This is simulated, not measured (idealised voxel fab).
The document below concerns the process module designated voxel self aligned contacts.
The width of the displayed cross-section, cut, is 150 nm; its cells are square, with a size of 5 nm.
How to read a cross-section here: the picture is a grid of square cells, written as bands going from the top down, and any band can span one or more rows of cells.
Per band: top height and bottom height in nm, followed by the left-to-right materials and their widths in nm; "full width" marks a single material spanning edge to edge, "air" marks empty space.
The reference from which all heights are counted is 0, the level beneath which the as-received wafer is entirely one material; the lowest band, having no lower bound, proceeds downward and is written after the example "z 0 and below".
Width "30->40": first value at the band's top row of cells, second value at its bottom row, equal change from row to row.
Where the words "no modification" appear for a step, the cross-section shows no cell changed by that step; every cell remained as before.
The entry "Cavities, sealed" lists the empty spaces that cover at least 8 cells and have no open path to the top. Each is written as width x height at distance, where the distance is measured from the left edge and all three values are in nm.
Heads up: the bit after the settings on a step's line is the simulator's remark on that step.
You can add "overlay nm" to a step's line. For a step with a mask, it describes how far the mask lay to the right of its planned position, and a negative number describes a lay to the left.

Plan
- 1: RECEIVE,material Si
- 2: OXIDIZE,depth nm 5
- 3: DIRECTIONAL_DEP,material polySi,thk nm 30
- 4: DIRECTIONAL_DEP,material SiN,thk nm 20
- 5: MASKED_ETCH,tone cover,mask id GATE,width nm 35,pitch nm 70,etch materials SiN,depth nm 20,overlay nm 0
- 6: MASKED_ETCH,tone cover,mask id GATE,width nm 35,pitch nm 70,etch materials polySi,depth nm 30,overlay nm 0
- 7: CONFORMAL_DEP,material SiN,thk nm 5
- 8: DIRECTIONAL_ETCH,etch materials SiN,depth nm 5
- 9: FILL_DEP,material SiO2,thk nm 15
- 10: CMP,height nm 60
- 11: PATTERN,tone open,mask id CONTACT,material resist,width nm 45,thk nm 20,overlay nm 0
- 12: DIRECTIONAL_ETCH,etch materials SiO2,depth nm 65
- 13: STRIP,etch materials resist
- 14: CONFORMAL_DEP,material TiN,thk nm 5
- 15: FILL_DEP,material Ru,thk nm 10
- 16: CMP,height nm 60
- 17: CONFORMAL_DEP,material SiN,thk nm 5

Cross-section of the wafer upon arrival, representing the state reached after step 1
z 0 and below  Si full width
Cavities, sealed: none

Final cross-section, module run with one mistake (start and plan as above)
z 65 to 60  SiO2 full width
z 60 to 50  50 of SiO2; 5->15 of TiN; 35->15 of Ru; 5->15 of TiN; 55 of SiO2
z 50 to 30  15 of SiO2; 45 of SiN; 5 of TiN; 15 of Ru; 5 of TiN; 45 of SiN; 20 of SiO2
z 30 to 0  15 of SiO2; 5 of SiN; 35 of polySi; 5 of SiN; 5 of TiN; 15 of Ru; 5 of TiN; 5 of SiN; 35 of polySi; 5 of SiN; 20 of SiO2
z 0 to -5  60 of SiO2; 25 of TiN; 65 of SiO2
z -5 and below  Si full width
Cavities, sealed: none
Plan not followed: not per plan at step 17, really ran CONFORMAL_DEP,material SiO2,thk nm 5
